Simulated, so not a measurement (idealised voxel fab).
Process module under the name voxel fin reveal
Cross-sectional view cut (width: 195 nm; square cell size: 5 nm).
Reading order for cross-sections: top band down to bottom band. Underlying form: a grid of square cells. Band size: one or more rows of cells. The band entry comprises the height of the band's top followed by the height of its bottom, expressed in nm, and subsequently the band's materials from left to right, each stated together with its width in nm. Where a single material is marked with the word "full width", that material fills the band from edge to edge. The word "empty" represents empty space. Basically, 0 is our baseline, since under it the wafer straight out of the box is all one material. The bottom band has no lower end and keeps on going down, so it looks like "0 down". A width such as "30 to 40" changes by the same amount from each row of cells to the next, from the band's top row to its bottom row. "no alterations made" -> step changed no cross-section cell. The entry "Enclosed void catalog" lists the empty spaces that cover at least 8 cells and have no open path to the top. Each is written as width x height at distance, where the distance is measured from the left edge and all three values are in nm. On a step's line, text after the settings is the simulator commenting on that step. The "overlay nm" setting may appear on a step's line; for a step that uses a mask, it gives how far to the right of its planned position the mask lay, and a negative value indicates the left.

**The process steps that were planned are listed below**
- 1: RECEIVE,material Si
- 2: CONFORMAL_DEP,material SiN,thk nm 10
- 3: DIRECTIONAL_DEP,material aC,thk nm 10
- 4: PATTERN,tone cover,mask id FINS,material resist,width nm 15,pitch nm 40,thk nm 30,overlay nm 0
- 5: DIRECTIONAL_ETCH,etch materials aC,depth nm 10
- 6: STRIP,etch materials resist
- 7: DIRECTIONAL_ETCH,etch materials SiN,depth nm 10
- 8: DIRECTIONAL_ETCH,etch materials Si,depth nm 40
- 9: STRIP,etch materials aC
- 10: OXIDIZE,depth nm 5
- 11: FILL_DEP,material SiO2,thk nm 15
- 12: CMP,height nm 10
- 13: SELECTIVE_ETCH,etch materials SiO2,depth nm 40
- 14: STRIP,etch materials SiN
- 15: CONFORMAL_DEP,material SiO2,thk nm 5

**first wafer, as planned**

**Wafer as received: cross-section following step 1**
0 down: Si full width
Enclosed void catalog: none

**So this is the wafer cross-section right after step 2**
10 to 0: SiN full width
Anything lower than 0 is untouched.

**So this is the wafer cross-section right after step 3**
20 to 10: aC full width
Anything lower than 10 is untouched.

**So this is the wafer cross-section right after step 4**
50 to 20: empty=70, resist=15, empty=25, resist=15, empty=70
Anything lower than 20 is untouched.

**So this is the wafer cross-section right after step 5**
40 to 20: empty=70, resist=15, empty=25, resist=15, empty=70
20 to 10: empty=70, aC=15, empty=25, aC=15, empty=70
Anything lower than 10 is untouched.

**So this is the wafer cross-section right after step 6**
20 to 10: empty=70, aC=15, empty=25, aC=15, empty=70
Anything lower than 10 is untouched.

**So this is the wafer cross-section right after step 7**
20 to 10: empty=70, aC=15, empty=25, aC=15, empty=70
10 to 0: empty=70, SiN=15, empty=25, SiN=15, empty=70
Anything lower than 0 is untouched.

**So this is the wafer cross-section right after step 8**
20 to 10: empty=70, aC=15, empty=25, aC=15, empty=70
10 to 0: empty=70, SiN=15, empty=25, SiN=15, empty=70
0 to -40: empty=70, Si=15, empty=25, Si=15, empty=70
Anything lower than -40 is untouched.

**So this is the wafer cross-section right after step 9**
10 to 0: empty=70, SiN=15, empty=25, SiN=15, empty=70
Anything lower than 0 is untouched.

**So this is the wafer cross-section right after step 10**
10 to 0: empty=70, SiN=15, empty=25, SiN=15, empty=70
0 to -40: empty=70, SiO2=5, Si=5, SiO2=5, empty=25, SiO2=5, Si=5, SiO2=5, empty=70
-40 to -45: SiO2=75, Si=5, SiO2=35, Si=5, SiO2=75
Anything lower than -45 is untouched.

**So this is the wafer cross-section right after step 11**
25 to 10: SiO2 full width
10 to 0: SiO2=70, SiN=15, SiO2=25, SiN=15, SiO2=70
0 to -45: SiO2=75, Si=5, SiO2=35, Si=5, SiO2=75
Anything lower than -45 is untouched.

**So this is the wafer cross-section right after step 12**
10 to 0: SiO2=70, SiN=15, SiO2=25, SiN=15, SiO2=70
Anything lower than 0 is untouched.

**So this is the wafer cross-section right after step 13**
10 to 0: empty=70, SiN=15, empty=25, SiN=15, empty=70
0 to -30: empty=75, Si=5, empty=35, Si=5, empty=75
Anything lower than -30 is untouched.

**So this is the wafer cross-section right after step 14**
0 to -30: empty=75, Si=5, empty=35, Si=5, empty=75
Anything lower than -30 is untouched.

**So this is the wafer cross-section right after step 15**
5 to 0: empty=70, SiO2=15, empty=25, SiO2=15, empty=70
0 to -25: empty=70, SiO2=5, Si=5, SiO2=5, empty=25, SiO2=5, Si=5, SiO2=5, empty=70
-25 to -45: SiO2=75, Si=5, SiO2=35, Si=5, SiO2=75
Anything lower than -45 is untouched.

**Second wafer - shared start and plan with the first - one error in running - same as the first up to step 14 inclusive**

**Cross-section: second wafer, time at which step 15 was scheduled to end**
15 to 0: empty=60, SiO2=35, empty=5, SiO2=35, empty=60
0 to -15: empty=60, SiO2=15, Si=5, SiO2=15, empty=5, SiO2=15, Si=5, SiO2=15, empty=60
-15 to -45: SiO2=75, Si=5, SiO2=35, Si=5, SiO2=75
Anything lower than -45 is untouched.
Want to know what went wrong? step 15 deviated from plan and actually ran as CONFORMAL_DEP,material SiO2,thk nm 15
End of process, cell counts, second wafer against first, materials with more or fewer: SiO2: 126 more
